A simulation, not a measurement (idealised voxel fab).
process module | voxel ribs on slabs
cross-section cut | 145 nm wide | cells 5 nm
A cross-section is a grid of square cells, given in bands from the top down. A band is one or more rows of cells.
Each band's line starts with the height of the band's top and of its bottom, in nm. Then come its materials from left to right, each with its width in nm. One material with "throughout" fills the band from edge to edge. "air" is empty space.
Height 0 is the level under which the wafer as received is all one material. The lowest band goes on downwards, as in "0 down".
A width such as "30 to 40" changes by the same amount from each row of cells to the next, from the band's top row to its bottom row.
"no change" after a step means that no cell of the cross-section changed.
closed voids: empty space of 8 cells or more with no open way to the top, each as width x height at its distance from the left edge, in nm
after a step's settings: what the simulator itself notes on the step
overlay nm, on a step with a mask: how far to the right of its planned place the mask lay; to the left if negative
plan
1 op RECEIVE | material Si
2 op DIRECTIONAL_DEP | material SiO2 | thk nm 25
3 op DIRECTIONAL_DEP | material polySi | thk nm 15
4 op DIRECTIONAL_DEP | material aC | thk nm 15
5 op PATTERN | tone cover | mask id RIB | material resist | width nm 15 | thk nm 35 | overlay nm 0
6 op DIRECTIONAL_ETCH | etch materials aC | depth nm 15
7 op STRIP | etch materials resist
8 op DIRECTIONAL_ETCH | etch materials polySi | depth nm 10
9 op STRIP | etch materials aC
10 op PATTERN | tone cover | mask id SLAB | material resist | width nm 55 | thk nm 15 | overlay nm 0
11 op DIRECTIONAL_ETCH | etch materials polySi | depth nm 5
12 op STRIP | etch materials resist
13 op FILL_DEP | material SiO2 | thk nm 25
14 op CMP | height nm 55
15 op DIRECTIONAL_DEP | material TiN | thk nm 5
16 op DIRECTIONAL_DEP | material aC | thk nm 10
17 op PATTERN | tone cover | mask id HEATER | material resist | width nm 35 | thk nm 25 | overlay nm 0
18 op DIRECTIONAL_ETCH | etch materials aC | depth nm 10
19 op STRIP | etch materials resist
20 op DIRECTIONAL_ETCH | etch materials TiN | depth nm 5
21 op STRIP | etch materials aC
22 op CONFORMAL_DEP | material SiN | thk nm 10
varied across the wafers: width nm of step 5. The plan shows the first wafer's value. All wafers start alike
first wafer as received, after step 1
  0 down: Si throughout
  closed voids: none
first wafer at the end, after step 22
  70 to 65: air 45 | SiN 55 | air 45
  65 to 60: SiN throughout
  60 to 55: SiN 55 | TiN 35 | SiN 55
  55 to 40: SiO2 throughout
  40 to 30: SiO2 65 | polySi 15 | SiO2 65
  30 to 25: SiO2 45 | polySi 55 | SiO2 45
  25 to 0: SiO2 throughout
  0 down: Si throughout
  closed voids: none
last wafer at the end
  70 to 65: air 45 | SiN 55 | air 45
  65 to 60: SiN throughout
  60 to 55: SiN 55 | TiN 35 | SiN 55
  55 to 40: SiO2 throughout
  40 to 30: SiO2 55 | polySi 40 | SiO2 50
  30 to 25: SiO2 45 | polySi 55 | SiO2 45
  25 to 0: SiO2 throughout
  0 down: Si throughout
  closed voids: none
each wafer at the end: cells of each material gained (+) or lost (-) since it was received, then its closed voids
width nm 15 | +62 SiN | +302 SiO2 | +7 TiN | +17 polySi | closed voids: none
width nm 20 | +62 SiN | +300 SiO2 | +7 TiN | +19 polySi | closed voids: none
width nm 25 | +62 SiN | +298 SiO2 | +7 TiN | +21 polySi | closed voids: none
width nm 30 | +62 SiN | +296 SiO2 | +7 TiN | +23 polySi | closed voids: none
width nm 35 | +62 SiN | +294 SiO2 | +7 TiN | +25 polySi | closed voids: none
width nm 40 | +62 SiN | +292 SiO2 | +7 TiN | +27 polySi | closed voids: none
